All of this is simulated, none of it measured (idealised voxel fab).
process module | voxel transistor to metal
cross-section cut | 260 nm wide | cells 5 nm
A cross-section is a grid of square cells, given in bands from the top down. A band is one or more rows of cells.
Each band's line starts with the height of the band's top and of its bottom, in nm. Then come its materials from left to right, each with its width in nm. One material with "throughout" fills the band from edge to edge. "air" is empty space.
Height 0 is the level under which the wafer as received is all one material. The lowest band goes on downwards, as in "0 down".
A width such as "30 to 40" changes by the same amount from each row of cells to the next, from the band's top row to its bottom row.
"no change" after a step means that no cell of the cross-section changed.
closed voids: empty space of 8 cells or more with no open way to the top, each as width x height at its distance from the left edge, in nm
after a step's settings: what the simulator itself notes on the step
overlay nm, on a step with a mask: how far to the right of its planned place the mask lay; to the left if negative
plan
1 op RECEIVE | material Si
2 op CONFORMAL_DEP | material SiO2 | thk nm 5
3 op CONFORMAL_DEP | material SiN | thk nm 10
4 op DIRECTIONAL_DEP | material aC | thk nm 10
5 op PATTERN | tone cover | mask id ACTIVE | material resist | width nm 100 | pitch nm 130 | thk nm 30 | overlay nm 0
6 op DIRECTIONAL_ETCH | etch materials aC | depth nm 10
7 op STRIP | etch materials resist
8 op DIRECTIONAL_ETCH | etch materials SiN | depth nm 10
9 op DIRECTIONAL_ETCH | etch materials SiO2 | depth nm 5
10 op DIRECTIONAL_ETCH | etch materials Si | depth nm 25
11 op STRIP | etch materials aC
12 op OXIDIZE | depth nm 5
13 op FILL_DEP | material SiO2 | thk nm 5
14 op CMP | height nm 15
15 op SELECTIVE_ETCH | etch materials SiO2 | depth nm 10
16 op STRIP | etch materials SiN
17 op SELECTIVE_ETCH | etch materials SiO2 | depth nm 5
18 op OXIDIZE | depth nm 5
19 op DIRECTIONAL_DEP | material polySi | thk nm 30
20 op DIRECTIONAL_DEP | material SiCN | thk nm 15
21 op PATTERN | tone cover | mask id GATE | material resist | width nm 20 | pitch nm 130 | thk nm 15 | overlay nm 0
22 op DIRECTIONAL_ETCH | etch materials SiCN | depth nm 25
23 op DIRECTIONAL_ETCH | etch materials polySi | depth nm 40
24 op STRIP | etch materials resist
25 op CONFORMAL_DEP | material SiO2 | thk nm 5
26 op DIRECTIONAL_ETCH | etch materials SiO2 | depth nm 5
27 op CONFORMAL_DEP | material SiN | thk nm 10
28 op DIRECTIONAL_ETCH | etch materials SiN | depth nm 10
29 op DIRECTIONAL_ETCH | etch materials SiO2 | depth nm 5
30 op DIRECTIONAL_ETCH | etch materials Si | depth nm 15
31 op EPI | material pSi | thk nm 20
32 op FILL_DEP | material SiO2 | thk nm 10
33 op CMP | height nm 45
34 op DIRECTIONAL_DEP | material SiO2 | thk nm 10
35 op PATTERN | tone open | mask id CONTACT | material resist | width nm 15 | pitch nm 65 | thk nm 15 | overlay nm 0
36 op DIRECTIONAL_ETCH | etch materials SiO2 | depth nm 40
37 op STRIP | etch materials resist
38 op CONFORMAL_DEP | material TiN | thk nm 5
39 op FILL_DEP | material Ru | thk nm 5
40 op CMP | height nm 55
41 op CONFORMAL_DEP | material SiCN | thk nm 5
42 op DIRECTIONAL_DEP | material lowk | thk nm 15
43 op DIRECTIONAL_DEP | material aC | thk nm 15
44 op PATTERN | tone open | mask id METAL_1 | material resist | width nm 15 | pitch nm 65 | thk nm 30 | overlay nm 0
45 op DIRECTIONAL_ETCH | etch materials aC | depth nm 15
46 op STRIP | etch materials resist
47 op DIRECTIONAL_ETCH | etch materials lowk | depth nm 15
48 op DIRECTIONAL_ETCH | etch materials SiCN | depth nm 5
49 op STRIP | etch materials aC
50 op CONFORMAL_DEP | material TiN | thk nm 5
51 op FILL_DEP | material W | thk nm 10
52 op CMP | height nm 75
53 op EPI | material Ru | thk nm 5
54 op FILL_DEP | material SiCN | thk nm 5
first wafer, as planned
as received, after step 1
  0 down: Si throughout
  closed voids: none
after step 2
  5 to 0: SiO2 throughout
  below 0: unchanged
after step 3
  15 to 5: SiN throughout
  below 5: unchanged
after step 4
  25 to 15: aC throughout
  below 15: unchanged
after step 5
  55 to 25: air 15 | resist 100 | air 30 | resist 100 | air 15
  below 25: unchanged
after step 6
  45 to 25: air 15 | resist 100 | air 30 | resist 100 | air 15
  25 to 15: air 15 | aC 100 | air 30 | aC 100 | air 15
  below 15: unchanged
after step 7
  25 to 15: air 15 | aC 100 | air 30 | aC 100 | air 15
  below 15: unchanged
after step 8
  25 to 15: air 15 | aC 100 | air 30 | aC 100 | air 15
  15 to 5: air 15 | SiN 100 | air 30 | SiN 100 | air 15
  below 5: unchanged
after step 9
  25 to 15: air 15 | aC 100 | air 30 | aC 100 | air 15
  15 to 5: air 15 | SiN 100 | air 30 | SiN 100 | air 15
  5 to 0: air 15 | SiO2 100 | air 30 | SiO2 100 | air 15
  below 0: unchanged
after step 10
  25 to 15: air 15 | aC 100 | air 30 | aC 100 | air 15
  15 to 5: air 15 | SiN 100 | air 30 | SiN 100 | air 15
  5 to 0: air 15 | SiO2 100 | air 30 | SiO2 100 | air 15
  0 to -25: air 15 | Si 100 | air 30 | Si 100 | air 15
  below -25: unchanged
after step 11
  15 to 5: air 15 | SiN 100 | air 30 | SiN 100 | air 15
  below 5: unchanged
after step 12
  15 to 5: air 15 | SiN 100 | air 30 | SiN 100 | air 15
  5 to 0: air 15 | SiO2 100 | air 30 | SiO2 100 | air 15
  0 to -25: air 15 | SiO2 5 | Si 90 | SiO2 5 | air 30 | SiO2 5 | Si 90 | SiO2 5 | air 15
  -25 to -30: SiO2 20 | Si 90 | SiO2 40 | Si 90 | SiO2 20
  below -30: unchanged
after step 13
  20 to 15: SiO2 throughout
  15 to 5: SiO2 15 | SiN 100 | SiO2 30 | SiN 100 | SiO2 15
  5 to 0: SiO2 throughout
  0 to -30: SiO2 20 | Si 90 | SiO2 40 | Si 90 | SiO2 20
  below -30: unchanged
after step 14
  15 to 5: SiO2 15 | SiN 100 | SiO2 30 | SiN 100 | SiO2 15
  below 5: unchanged
after step 15
  15 to 5: air 15 | SiN 100 | air 30 | SiN 100 | air 15
  below 5: unchanged
after step 16
  5 to 0: SiO2 throughout
  below 0: unchanged
after step 17
  0 to -30: SiO2 20 | Si 90 | SiO2 40 | Si 90 | SiO2 20
  below -30: unchanged
after step 18
  0 to -5: SiO2 throughout
  below -5: unchanged
after step 19
  30 to 0: polySi throughout
  below 0: unchanged
after step 20
  45 to 30: SiCN throughout
  below 30: unchanged
after step 21
  60 to 45: air 55 | resist 20 | air 110 | resist 20 | air 55
  below 45: unchanged
after step 22
  60 to 45: air 55 | resist 20 | air 110 | resist 20 | air 55
  45 to 30: air 55 | SiCN 20 | air 110 | SiCN 20 | air 55
  below 30: unchanged
after step 23
  60 to 45: air 55 | resist 20 | air 110 | resist 20 | air 55
  45 to 30: air 55 | SiCN 20 | air 110 | SiCN 20 | air 55
  30 to 0: air 55 | polySi 20 | air 110 | polySi 20 | air 55
  below 0: unchanged
after step 24
  45 to 30: air 55 | SiCN 20 | air 110 | SiCN 20 | air 55
  below 30: unchanged
after step 25
  50 to 45: air 50 | SiO2 30 | air 100 | SiO2 30 | air 50
  45 to 30: air 50 | SiO2 5 | SiCN 20 | SiO2 5 | air 100 | SiO2 5 | SiCN 20 | SiO2 5 | air 50
  30 to 5: air 50 | SiO2 5 | polySi 20 | SiO2 5 | air 100 | SiO2 5 | polySi 20 | SiO2 5 | air 50
  5 to 0: SiO2 55 | polySi 20 | SiO2 110 | polySi 20 | SiO2 55
  below 0: unchanged
after step 26
  45 to 30: air 50 | SiO2 5 | SiCN 20 | SiO2 5 | air 100 | SiO2 5 | SiCN 20 | SiO2 5 | air 50
  30 to 0: air 50 | SiO2 5 | polySi 20 | SiO2 5 | air 100 | SiO2 5 | polySi 20 | SiO2 5 | air 50
  below 0: unchanged
after step 27
  55 to 45: air 40 | SiN 50 | air 80 | SiN 50 | air 40
  45 to 30: air 40 | SiN 10 | SiO2 5 | SiCN 20 | SiO2 5 | SiN 10 | air 80 | SiN 10 | SiO2 5 | SiCN 20 | SiO2 5 | SiN 10 | air 40
  30 to 10: air 40 | SiN 10 | SiO2 5 | polySi 20 | SiO2 5 | SiN 10 | air 80 | SiN 10 | SiO2 5 | polySi 20 | SiO2 5 | SiN 10 | air 40
  10 to 0: SiN 50 | SiO2 5 | polySi 20 | SiO2 5 | SiN 100 | SiO2 5 | polySi 20 | SiO2 5 | SiN 50
  below 0: unchanged
after step 28
  45 to 30: air 40 | SiN 10 | SiO2 5 | SiCN 20 | SiO2 5 | SiN 10 | air 80 | SiN 10 | SiO2 5 | SiCN 20 | SiO2 5 | SiN 10 | air 40
  30 to 0: air 40 | SiN 10 | SiO2 5 | polySi 20 | SiO2 5 | SiN 10 | air 80 | SiN 10 | SiO2 5 | polySi 20 | SiO2 5 | SiN 10 | air 40
  below 0: unchanged
after step 29
  45 to 40: air 40 | SiN 10 | air 5 | SiCN 20 | air 5 | SiN 10 | air 80 | SiN 10 | air 5 | SiCN 20 | air 5 | SiN 10 | air 40
  40 to 30: air 40 | SiN 10 | SiO2 5 | SiCN 20 | SiO2 5 | SiN 10 | air 80 | SiN 10 | SiO2 5 | SiCN 20 | SiO2 5 | SiN 10 | air 40
  30 to 0: air 40 | SiN 10 | SiO2 5 | polySi 20 | SiO2 5 | SiN 10 | air 80 | SiN 10 | SiO2 5 | polySi 20 | SiO2 5 | SiN 10 | air 40
  0 to -5: air 40 | SiO2 50 | air 80 | SiO2 50 | air 40
  below -5: unchanged
after step 30
  45 to 40: air 40 | SiN 10 | air 5 | SiCN 20 | air 5 | SiN 10 | air 80 | SiN 10 | air 5 | SiCN 20 | air 5 | SiN 10 | air 40
  40 to 30: air 40 | SiN 10 | SiO2 5 | SiCN 20 | SiO2 5 | SiN 10 | air 80 | SiN 10 | SiO2 5 | SiCN 20 | SiO2 5 | SiN 10 | air 40
  30 to 0: air 40 | SiN 10 | SiO2 5 | polySi 20 | SiO2 5 | SiN 10 | air 80 | SiN 10 | SiO2 5 | polySi 20 | SiO2 5 | SiN 10 | air 40
  0 to -5: air 40 | SiO2 50 | air 80 | SiO2 50 | air 40
  -5 to -20: SiO2 20 | air 20 | Si 50 | air 20 | SiO2 40 | air 20 | Si 50 | air 20 | SiO2 20
  below -20: unchanged
after step 31
  45 to 40: air 40 | SiN 10 | air 5 | SiCN 20 | air 5 | SiN 10 | air 80 | SiN 10 | air 5 | SiCN 20 | air 5 | SiN 10 | air 40
  40 to 30: air 40 | SiN 10 | SiO2 5 | SiCN 20 | SiO2 5 | SiN 10 | air 80 | SiN 10 | SiO2 5 | SiCN 20 | SiO2 5 | SiN 10 | air 40
  30 to 15: air 40 | SiN 10 | SiO2 5 | polySi 20 | SiO2 5 | SiN 10 | air 80 | SiN 10 | SiO2 5 | polySi 20 | SiO2 5 | SiN 10 | air 40
  15 to 0: air 20 | pSi 20 | SiN 10 | SiO2 5 | polySi 20 | SiO2 5 | SiN 10 | pSi 20 | air 40 | pSi 20 | SiN 10 | SiO2 5 | polySi 20 | SiO2 5 | SiN 10 | pSi 20 | air 20
  0 to -5: air 15 | pSi 25 | SiO2 50 | pSi 25 | air 30 | pSi 25 | SiO2 50 | pSi 25 | air 15
  -5 to -20: SiO2 20 | pSi 20 | Si 50 | pSi 20 | SiO2 40 | pSi 20 | Si 50 | pSi 20 | SiO2 20
  below -20: unchanged
after step 32
  55 to 45: SiO2 throughout
  45 to 30: SiO2 40 | SiN 10 | SiO2 5 | SiCN 20 | SiO2 5 | SiN 10 | SiO2 80 | SiN 10 | SiO2 5 | SiCN 20 | SiO2 5 | SiN 10 | SiO2 40
  30 to 15: SiO2 40 | SiN 10 | SiO2 5 | polySi 20 | SiO2 5 | SiN 10 | SiO2 80 | SiN 10 | SiO2 5 | polySi 20 | SiO2 5 | SiN 10 | SiO2 40
  15 to 0: SiO2 20 | pSi 20 | SiN 10 | SiO2 5 | polySi 20 | SiO2 5 | SiN 10 | pSi 20 | SiO2 40 | pSi 20 | SiN 10 | SiO2 5 | polySi 20 | SiO2 5 | SiN 10 | pSi 20 | SiO2 20
  0 to -5: SiO2 15 | pSi 25 | SiO2 50 | pSi 25 | SiO2 30 | pSi 25 | SiO2 50 | pSi 25 | SiO2 15
  below -5: unchanged
after step 33
  45 to 30: SiO2 40 | SiN 10 | SiO2 5 | SiCN 20 | SiO2 5 | SiN 10 | SiO2 80 | SiN 10 | SiO2 5 | SiCN 20 | SiO2 5 | SiN 10 | SiO2 40
  below 30: unchanged
after step 34
  55 to 45: SiO2 throughout
  below 45: unchanged
after step 35
  70 to 55: resist 25 | air 15 | resist 50 | air 15 | resist 50 | air 15 | resist 50 | air 15 | resist 25
  below 55: unchanged
after step 36
  70 to 55: resist 25 | air 15 | resist 50 | air 15 | resist 50 | air 15 | resist 50 | air 15 | resist 25
  55 to 45: SiO2 25 | air 15 | SiO2 50 | air 15 | SiO2 50 | air 15 | SiO2 50 | air 15 | SiO2 25
  45 to 30: SiO2 25 | air 15 | SiN 10 | SiO2 5 | SiCN 20 | SiO2 5 | SiN 10 | air 15 | SiO2 50 | air 15 | SiN 10 | SiO2 5 | SiCN 20 | SiO2 5 | SiN 10 | air 15 | SiO2 25
  30 to 15: SiO2 25 | air 15 | SiN 10 | SiO2 5 | polySi 20 | SiO2 5 | SiN 10 | air 15 | SiO2 50 | air 15 | SiN 10 | SiO2 5 | polySi 20 | SiO2 5 | SiN 10 | air 15 | SiO2 25
  below 15: unchanged
after step 37
  55 to 45: SiO2 25 | air 15 | SiO2 50 | air 15 | SiO2 50 | air 15 | SiO2 50 | air 15 | SiO2 25
  below 45: unchanged
after step 38
  60 to 55: TiN 30 | air 5 | TiN 60 | air 5 | TiN 60 | air 5 | TiN 60 | air 5 | TiN 30
  55 to 45: SiO2 25 | TiN 5 | air 5 | TiN 5 | SiO2 50 | TiN 5 | air 5 | TiN 5 | SiO2 50 | TiN 5 | air 5 | TiN 5 | SiO2 50 | TiN 5 | air 5 | TiN 5 | SiO2 25
  45 to 30: SiO2 25 | TiN 5 | air 5 | TiN 5 | SiN 10 | SiO2 5 | SiCN 20 | SiO2 5 | SiN 10 | TiN 5 | air 5 | TiN 5 | SiO2 50 | TiN 5 | air 5 | TiN 5 | SiN 10 | SiO2 5 | SiCN 20 | SiO2 5 | SiN 10 | TiN 5 | air 5 | TiN 5 | SiO2 25
  30 to 20: SiO2 25 | TiN 5 | air 5 | TiN 5 | SiN 10 | SiO2 5 | polySi 20 | SiO2 5 | SiN 10 | TiN 5 | air 5 | TiN 5 | SiO2 50 | TiN 5 | air 5 | TiN 5 | SiN 10 | SiO2 5 | polySi 20 | SiO2 5 | SiN 10 | TiN 5 | air 5 | TiN 5 | SiO2 25
  20 to 15: SiO2 25 | TiN 15 | SiN 10 | SiO2 5 | polySi 20 | SiO2 5 | SiN 10 | TiN 15 | SiO2 50 | TiN 15 | SiN 10 | SiO2 5 | polySi 20 | SiO2 5 | SiN 10 | TiN 15 | SiO2 25
  below 15: unchanged
after step 39
  65 to 60: Ru throughout
  60 to 55: TiN 30 | Ru 5 | TiN 60 | Ru 5 | TiN 60 | Ru 5 | TiN 60 | Ru 5 | TiN 30
  55 to 45: SiO2 25 | TiN 5 | Ru 5 | TiN 5 | SiO2 50 | TiN 5 | Ru 5 | TiN 5 | SiO2 50 | TiN 5 | Ru 5 | TiN 5 | SiO2 50 | TiN 5 | Ru 5 | TiN 5 | SiO2 25
  45 to 30: SiO2 25 | TiN 5 | Ru 5 | TiN 5 | SiN 10 | SiO2 5 | SiCN 20 | SiO2 5 | SiN 10 | TiN 5 | Ru 5 | TiN 5 | SiO2 50 | TiN 5 | Ru 5 | TiN 5 | SiN 10 | SiO2 5 | SiCN 20 | SiO2 5 | SiN 10 | TiN 5 | Ru 5 | TiN 5 | SiO2 25
  30 to 20: SiO2 25 | TiN 5 | Ru 5 | TiN 5 | SiN 10 | SiO2 5 | polySi 20 | SiO2 5 | SiN 10 | TiN 5 | Ru 5 | TiN 5 | SiO2 50 | TiN 5 | Ru 5 | TiN 5 | SiN 10 | SiO2 5 | polySi 20 | SiO2 5 | SiN 10 | TiN 5 | Ru 5 | TiN 5 | SiO2 25
  below 20: unchanged
after step 40
  55 to 45: SiO2 25 | TiN 5 | Ru 5 | TiN 5 | SiO2 50 | TiN 5 | Ru 5 | TiN 5 | SiO2 50 | TiN 5 | Ru 5 | TiN 5 | SiO2 50 | TiN 5 | Ru 5 | TiN 5 | SiO2 25
  below 45: unchanged
after step 41
  60 to 55: SiCN throughout
  below 55: unchanged
after step 42
  75 to 60: lowk throughout
  below 60: unchanged
after step 43
  90 to 75: aC throughout
  below 75: unchanged
after step 44
  120 to 90: resist 25 | air 15 | resist 50 | air 15 | resist 50 | air 15 | resist 50 | air 15 | resist 25
  below 90: unchanged
after step 45
  105 to 90: resist 25 | air 15 | resist 50 | air 15 | resist 50 | air 15 | resist 50 | air 15 | resist 25
  90 to 75: aC 25 | air 15 | aC 50 | air 15 | aC 50 | air 15 | aC 50 | air 15 | aC 25
  below 75: unchanged
after step 46
  90 to 75: aC 25 | air 15 | aC 50 | air 15 | aC 50 | air 15 | aC 50 | air 15 | aC 25
  below 75: unchanged
after step 47
  90 to 75: aC 25 | air 15 | aC 50 | air 15 | aC 50 | air 15 | aC 50 | air 15 | aC 25
  75 to 60: lowk 25 | air 15 | lowk 50 | air 15 | lowk 50 | air 15 | lowk 50 | air 15 | lowk 25
  below 60: unchanged
after step 48
  90 to 75: aC 25 | air 15 | aC 50 | air 15 | aC 50 | air 15 | aC 50 | air 15 | aC 25
  75 to 60: lowk 25 | air 15 | lowk 50 | air 15 | lowk 50 | air 15 | lowk 50 | air 15 | lowk 25
  60 to 55: SiCN 25 | air 15 | SiCN 50 | air 15 | SiCN 50 | air 15 | SiCN 50 | air 15 | SiCN 25
  below 55: unchanged
after step 49
  75 to 60: lowk 25 | air 15 | lowk 50 | air 15 | lowk 50 | air 15 | lowk 50 | air 15 | lowk 25
  below 60: unchanged
after step 50
  80 to 75: TiN 30 | air 5 | TiN 60 | air 5 | TiN 60 | air 5 | TiN 60 | air 5 | TiN 30
  75 to 60: lowk 25 | TiN 5 | air 5 | TiN 5 | lowk 50 | TiN 5 | air 5 | TiN 5 | lowk 50 | TiN 5 | air 5 | TiN 5 | lowk 50 | TiN 5 | air 5 | TiN 5 | lowk 25
  60 to 55: SiCN 25 | TiN 15 | SiCN 50 | TiN 15 | SiCN 50 | TiN 15 | SiCN 50 | TiN 15 | SiCN 25
  below 55: unchanged
after step 51
  90 to 80: W throughout
  80 to 75: TiN 30 | W 5 | TiN 60 | W 5 | TiN 60 | W 5 | TiN 60 | W 5 | TiN 30
  75 to 60: lowk 25 | TiN 5 | W 5 | TiN 5 | lowk 50 | TiN 5 | W 5 | TiN 5 | lowk 50 | TiN 5 | W 5 | TiN 5 | lowk 50 | TiN 5 | W 5 | TiN 5 | lowk 25
  below 60: unchanged
after step 52
  75 to 60: lowk 25 | TiN 5 | W 5 | TiN 5 | lowk 50 | TiN 5 | W 5 | TiN 5 | lowk 50 | TiN 5 | W 5 | TiN 5 | lowk 50 | TiN 5 | W 5 | TiN 5 | lowk 25
  below 60: unchanged
after step 53
  80 to 75: air 20 | Ru 25 | air 40 | Ru 25 | air 40 | Ru 25 | air 40 | Ru 25 | air 20
  below 75: unchanged
after step 54
  85 to 80: SiCN throughout
  80 to 75: SiCN 20 | Ru 25 | SiCN 40 | Ru 25 | SiCN 40 | Ru 25 | SiCN 40 | Ru 25 | SiCN 20
  below 75: unchanged
second wafer: like start, like plan, one mistake. Through step 34 it matches the first wafer
when step 35 should have ended
  70 to 55: resist 25 | air 20 | resist 45 | air 20 | resist 45 | air 20 | resist 45 | air 20 | resist 20
  below 55: unchanged
when step 36 should have ended
  70 to 55: resist 25 | air 20 | resist 45 | air 20 | resist 45 | air 20 | resist 45 | air 20 | resist 20
  55 to 45: SiO2 25 | air 20 | SiO2 45 | air 20 | SiO2 45 | air 20 | SiO2 45 | air 20 | SiO2 20
  45 to 30: SiO2 25 | air 15 | SiN 10 | SiO2 5 | SiCN 20 | SiO2 5 | SiN 10 | air 20 | SiO2 45 | air 15 | SiN 10 | SiO2 5 | SiCN 20 | SiO2 5 | SiN 10 | air 20 | SiO2 20
  30 to 15: SiO2 25 | air 15 | SiN 10 | SiO2 5 | polySi 20 | SiO2 5 | SiN 10 | air 20 | SiO2 45 | air 15 | SiN 10 | SiO2 5 | polySi 20 | SiO2 5 | SiN 10 | air 20 | SiO2 20
  below 15: unchanged
when step 37 should have ended
  55 to 45: SiO2 25 | air 20 | SiO2 45 | air 20 | SiO2 45 | air 20 | SiO2 45 | air 20 | SiO2 20
  below 45: unchanged
when step 38 should have ended
  60 to 55: TiN 30 | air 10 | TiN 55 | air 10 | TiN 55 | air 10 | TiN 55 | air 10 | TiN 25
  55 to 45: SiO2 25 | TiN 5 | air 10 to 5 | TiN 5 to 10 | SiO2 45 | TiN 5 | air 10 | TiN 5 | SiO2 45 | TiN 5 | air 10 to 5 | TiN 5 to 10 | SiO2 45 | TiN 5 | air 10 | TiN 5 | SiO2 20
  45 to 30: SiO2 25 | TiN 5 | air 5 | TiN 5 | SiN 10 | SiO2 5 | SiCN 20 | SiO2 5 | SiN 10 | TiN 5 | air 10 | TiN 5 | SiO2 45 | TiN 5 | air 5 | TiN 5 | SiN 10 | SiO2 5 | SiCN 20 | SiO2 5 | SiN 10 | TiN 5 | air 10 | TiN 5 | SiO2 20
  30 to 20: SiO2 25 | TiN 5 | air 5 | TiN 5 | SiN 10 | SiO2 5 | polySi 20 | SiO2 5 | SiN 10 | TiN 5 | air 10 | TiN 5 | SiO2 45 | TiN 5 | air 5 | TiN 5 | SiN 10 | SiO2 5 | polySi 20 | SiO2 5 | SiN 10 | TiN 5 | air 10 | TiN 5 | SiO2 20
  20 to 15: SiO2 25 | TiN 15 | SiN 10 | SiO2 5 | polySi 20 | SiO2 5 | SiN 10 | TiN 20 | SiO2 45 | TiN 15 | SiN 10 | SiO2 5 | polySi 20 | SiO2 5 | SiN 10 | TiN 20 | SiO2 20
  below 15: unchanged
when step 39 should have ended
  65 to 60: Ru throughout
  60 to 55: TiN 30 | Ru 10 | TiN 55 | Ru 10 | TiN 55 | Ru 10 | TiN 55 | Ru 10 | TiN 25
  55 to 45: SiO2 25 | TiN 5 | Ru 10 to 5 | TiN 5 to 10 | SiO2 45 | TiN 5 | Ru 10 | TiN 5 | SiO2 45 | TiN 5 | Ru 10 to 5 | TiN 5 to 10 | SiO2 45 | TiN 5 | Ru 10 | TiN 5 | SiO2 20
  45 to 30: SiO2 25 | TiN 5 | Ru 5 | TiN 5 | SiN 10 | SiO2 5 | SiCN 20 | SiO2 5 | SiN 10 | TiN 5 | Ru 10 | TiN 5 | SiO2 45 | TiN 5 | Ru 5 | TiN 5 | SiN 10 | SiO2 5 | SiCN 20 | SiO2 5 | SiN 10 | TiN 5 | Ru 10 | TiN 5 | SiO2 20
  30 to 20: SiO2 25 | TiN 5 | Ru 5 | TiN 5 | SiN 10 | SiO2 5 | polySi 20 | SiO2 5 | SiN 10 | TiN 5 | Ru 10 | TiN 5 | SiO2 45 | TiN 5 | Ru 5 | TiN 5 | SiN 10 | SiO2 5 | polySi 20 | SiO2 5 | SiN 10 | TiN 5 | Ru 10 | TiN 5 | SiO2 20
  below 20: unchanged
when step 40 should have ended
  55 to 45: SiO2 25 | TiN 5 | Ru 10 to 5 | TiN 5 to 10 | SiO2 45 | TiN 5 | Ru 10 | TiN 5 | SiO2 45 | TiN 5 | Ru 10 to 5 | TiN 5 to 10 | SiO2 45 | TiN 5 | Ru 10 | TiN 5 | SiO2 20
  below 45: unchanged
when step 41 should have ended
  60 to 55: SiCN throughout
  below 55: unchanged
when step 42 should have ended
  75 to 60: lowk throughout
  below 60: unchanged
when step 43 should have ended
  90 to 75: aC throughout
  below 75: unchanged
when step 44 should have ended
  120 to 90: resist 25 | air 15 | resist 50 | air 15 | resist 50 | air 15 | resist 50 | air 15 | resist 25
  below 90: unchanged
when step 45 should have ended
  105 to 90: resist 25 | air 15 | resist 50 | air 15 | resist 50 | air 15 | resist 50 | air 15 | resist 25
  90 to 75: aC 25 | air 15 | aC 50 | air 15 | aC 50 | air 15 | aC 50 | air 15 | aC 25
  below 75: unchanged
when step 46 should have ended
  90 to 75: aC 25 | air 15 | aC 50 | air 15 | aC 50 | air 15 | aC 50 | air 15 | aC 25
  below 75: unchanged
when step 47 should have ended
  90 to 75: aC 25 | air 15 | aC 50 | air 15 | aC 50 | air 15 | aC 50 | air 15 | aC 25
  75 to 60: lowk 25 | air 15 | lowk 50 | air 15 | lowk 50 | air 15 | lowk 50 | air 15 | lowk 25
  below 60: unchanged
when step 48 should have ended
  90 to 75: aC 25 | air 15 | aC 50 | air 15 | aC 50 | air 15 | aC 50 | air 15 | aC 25
  75 to 60: lowk 25 | air 15 | lowk 50 | air 15 | lowk 50 | air 15 | lowk 50 | air 15 | lowk 25
  60 to 55: SiCN 25 | air 15 | SiCN 50 | air 15 | SiCN 50 | air 15 | SiCN 50 | air 15 | SiCN 25
  below 55: unchanged
when step 49 should have ended
  75 to 60: lowk 25 | air 15 | lowk 50 | air 15 | lowk 50 | air 15 | lowk 50 | air 15 | lowk 25
  below 60: unchanged
when step 50 should have ended
  80 to 75: TiN 30 | air 5 | TiN 60 | air 5 | TiN 60 | air 5 | TiN 60 | air 5 | TiN 30
  75 to 60: lowk 25 | TiN 5 | air 5 | TiN 5 | lowk 50 | TiN 5 | air 5 | TiN 5 | lowk 50 | TiN 5 | air 5 | TiN 5 | lowk 50 | TiN 5 | air 5 | TiN 5 | lowk 25
  60 to 55: SiCN 25 | TiN 15 | SiCN 50 | TiN 15 | SiCN 50 | TiN 15 | SiCN 50 | TiN 15 | SiCN 25
  below 55: unchanged
when step 51 should have ended
  90 to 80: W throughout
  80 to 75: TiN 30 | W 5 | TiN 60 | W 5 | TiN 60 | W 5 | TiN 60 | W 5 | TiN 30
  75 to 60: lowk 25 | TiN 5 | W 5 | TiN 5 | lowk 50 | TiN 5 | W 5 | TiN 5 | lowk 50 | TiN 5 | W 5 | TiN 5 | lowk 50 | TiN 5 | W 5 | TiN 5 | lowk 25
  below 60: unchanged
when step 52 should have ended
  75 to 60: lowk 25 | TiN 5 | W 5 | TiN 5 | lowk 50 | TiN 5 | W 5 | TiN 5 | lowk 50 | TiN 5 | W 5 | TiN 5 | lowk 50 | TiN 5 | W 5 | TiN 5 | lowk 25
  below 60: unchanged
when step 53 should have ended
  80 to 75: air 20 | Ru 25 | air 40 | Ru 25 | air 40 | Ru 25 | air 40 | Ru 25 | air 20
  below 75: unchanged
when step 54 should have ended
  85 to 80: SiCN throughout
  80 to 75: SiCN 20 | Ru 25 | SiCN 40 | Ru 25 | SiCN 40 | Ru 25 | SiCN 40 | Ru 25 | SiCN 20
  below 75: unchanged
what went wrong: step 35 ran as: op PATTERN | tone open | mask id CONTACT | material resist | width nm 20 | pitch nm 65 | thk nm 15 | overlay nm 0
at the end the second wafer has, in cells: 16 more of Ru | 20 fewer of SiO2 | 4 more of TiN
